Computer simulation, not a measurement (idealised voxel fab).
process module | voxel transistor to metal
cross-section cut | 210 nm wide | cells 5 nm
A cross-section is a grid of square cells, given in bands from the top down. A band is one or more rows of cells.
Each band's line starts with the height of the band's top and of its bottom, in nm. Then come its materials from left to right, each with its width in nm. One material with "throughout" fills the band from edge to edge. "air" is empty space.
Height 0 is the level under which the wafer as received is all one material. The lowest band goes on downwards, as in "0 down".
A width such as "30 to 40" changes by the same amount from each row of cells to the next, from the band's top row to its bottom row.
"no change" after a step means that no cell of the cross-section changed.
closed voids: empty space of 8 cells or more with no open way to the top, each as width x height at its distance from the left edge, in nm
after a step's settings: what the simulator itself notes on the step
overlay nm, on a step with a mask: how far to the right of its planned place the mask lay; to the left if negative
plan
1 op RECEIVE | material Si
2 op CONFORMAL_DEP | material SiO2 | thk nm 5
3 op CONFORMAL_DEP | material SiN | thk nm 15
4 op MASKED_ETCH | tone cover | mask id ACTIVE | width nm 120 | etch materials SiN | depth nm 15 | overlay nm 0
5 op MASKED_ETCH | tone cover | mask id ACTIVE | width nm 120 | etch materials SiO2 | depth nm 5 | overlay nm 0
6 op MASKED_ETCH | tone cover | mask id ACTIVE | width nm 120 | etch materials Si | depth nm 35 | overlay nm 0
7 op FILL_DEP | material SiO2 | thk nm 10
8 op CMP | height nm 20
9 op SELECTIVE_ETCH | etch materials SiO2 | depth nm 5
10 op STRIP | etch materials SiN
11 op SELECTIVE_ETCH | etch materials SiO2 | depth nm 5
12 op OXIDIZE | depth nm 5
13 op DIRECTIONAL_DEP | material polySi | thk nm 25
14 op DIRECTIONAL_DEP | material SiCN | thk nm 15
15 op MASKED_ETCH | tone cover | mask id GATE | width nm 30 | etch materials SiCN | depth nm 25 | overlay nm 0
16 op MASKED_ETCH | tone cover | mask id GATE | width nm 30 | etch materials polySi | depth nm 35 | overlay nm 0
17 op CONFORMAL_DEP | material SiN | thk nm 10
18 op DIRECTIONAL_ETCH | etch materials SiN | depth nm 10
19 op DIRECTIONAL_ETCH | etch materials SiO2 | depth nm 5
20 op EPI | material SiGe | thk nm 5
21 op FILL_DEP | material SiO2 | thk nm 10
22 op CMP | height nm 25
23 op STRIP | etch materials polySi
24 op SELECTIVE_ETCH | etch materials SiO2 | depth nm 5
25 op CONFORMAL_DEP | material HfO2 | thk nm 5
26 op CONFORMAL_DEP | material TiN | thk nm 5
27 op FILL_DEP | material W | thk nm 10
28 op CMP | height nm 20
29 op DIRECTIONAL_DEP | material SiO2 | thk nm 15
30 op PATTERN | tone open | mask id CONTACT | material resist | width nm 15 | pitch nm 85 | thk nm 15 | overlay nm 0
31 op DIRECTIONAL_ETCH | etch materials SiO2 | depth nm 35
32 op STRIP | etch materials resist
33 op CONFORMAL_DEP | material TiN | thk nm 5
34 op FILL_DEP | material W | thk nm 5
35 op CMP | height nm 35
36 op CONFORMAL_DEP | material SiCN | thk nm 5
37 op DIRECTIONAL_DEP | material SiO2 | thk nm 15
38 op MASKED_ETCH | tone open | mask id METAL_1 | width nm 15 | pitch nm 85 | etch materials SiO2 | depth nm 15 | overlay nm 0
39 op MASKED_ETCH | tone open | mask id METAL_1 | width nm 15 | pitch nm 85 | etch materials SiCN | depth nm 5 | overlay nm 0
40 op CONFORMAL_DEP | material TiN | thk nm 5
41 op FILL_DEP | material Cu | thk nm 10
42 op CMP | height nm 55
43 op CONFORMAL_DEP | material SiCN | thk nm 5
44 op DIRECTIONAL_DEP | material SiO2 | thk nm 30
45 op DIRECTIONAL_DEP | material aC | thk nm 15
46 op PATTERN | tone open | mask id METAL_2 | material resist | width nm 15 | pitch nm 85 | thk nm 35 | overlay nm 0
47 op DIRECTIONAL_ETCH | etch materials aC | depth nm 15
48 op STRIP | etch materials resist
49 op DIRECTIONAL_ETCH | etch materials SiO2 | depth nm 15
50 op STRIP | etch materials aC
51 op PATTERN | tone open | mask id METAL_2_HOLES | material resist | width nm 15 | pitch nm 85 | thk nm 20 | overlay nm 0
52 op DIRECTIONAL_ETCH | etch materials SiO2 | depth nm 15
53 op DIRECTIONAL_ETCH | etch materials SiCN | depth nm 5
54 op STRIP | etch materials resist
55 op CONFORMAL_DEP | material TiN | thk nm 5
56 op FILL_DEP | material Cu | thk nm 10
57 op CMP | height nm 90
58 op CONFORMAL_DEP | material SiN | thk nm 5
as received, after step 1
  0 down: Si throughout
  closed voids: none
a wafer at the end: this start, this plan, one mistake
  95 to 90: SiN throughout
  90 to 60: SiO2 55 | TiN 5 | Cu 5 | TiN 5 | SiO2 70 | TiN 5 | Cu 5 | TiN 5 | SiO2 55
  60 to 55: SiCN 55 | TiN 15 | SiCN 70 | TiN 15 | SiCN 55
  55 to 40: SiO2 55 | TiN 5 | Cu 5 | TiN 5 | SiO2 70 | TiN 5 | Cu 5 | TiN 5 | SiO2 55
  40 to 35: SiCN 55 | TiN 15 | SiCN 70 | TiN 15 | SiCN 55
  35 to 20: SiO2 55 | TiN 5 | W 5 | TiN 5 | SiO2 70 | TiN 5 | W 5 | TiN 5 | SiO2 55
  20 to 10: SiO2 55 | TiN 5 | W 5 | TiN 5 | SiO2 10 | SiN 10 | HfO2 5 | TiN 5 | W 10 | TiN 5 | HfO2 5 | SiN 10 | SiO2 10 | TiN 5 | W 5 | TiN 5 | SiO2 55
  10 to 5: SiO2 35 | SiN 10 | SiO2 10 | TiN 5 | W 5 | TiN 5 | SiO2 10 | SiN 10 | HfO2 5 | TiN 5 | W 10 | TiN 5 | HfO2 5 | SiN 10 | SiO2 10 | TiN 5 | W 5 | TiN 5 | SiO2 10 | SiN 10 | SiO2 35
  5 to 0: SiO2 35 | SiN 10 | SiO2 10 | TiN 15 | SiO2 10 | SiN 10 | HfO2 5 | TiN 20 | HfO2 5 | SiN 10 | SiO2 10 | TiN 15 | SiO2 10 | SiN 10 | SiO2 35
  0 to -5: SiO2 45 | SiGe 35 | SiO2 5 | HfO2 40 | SiO2 5 | SiGe 35 | SiO2 45
  -5 to -35: SiO2 40 | Si 130 | SiO2 40
  -35 down: Si throughout
  closed voids: none
what went wrong: step 4 ran as: op MASKED_ETCH | tone cover | mask id ACTIVE | width nm 130 | etch materials SiN | depth nm 15 | overlay nm 0
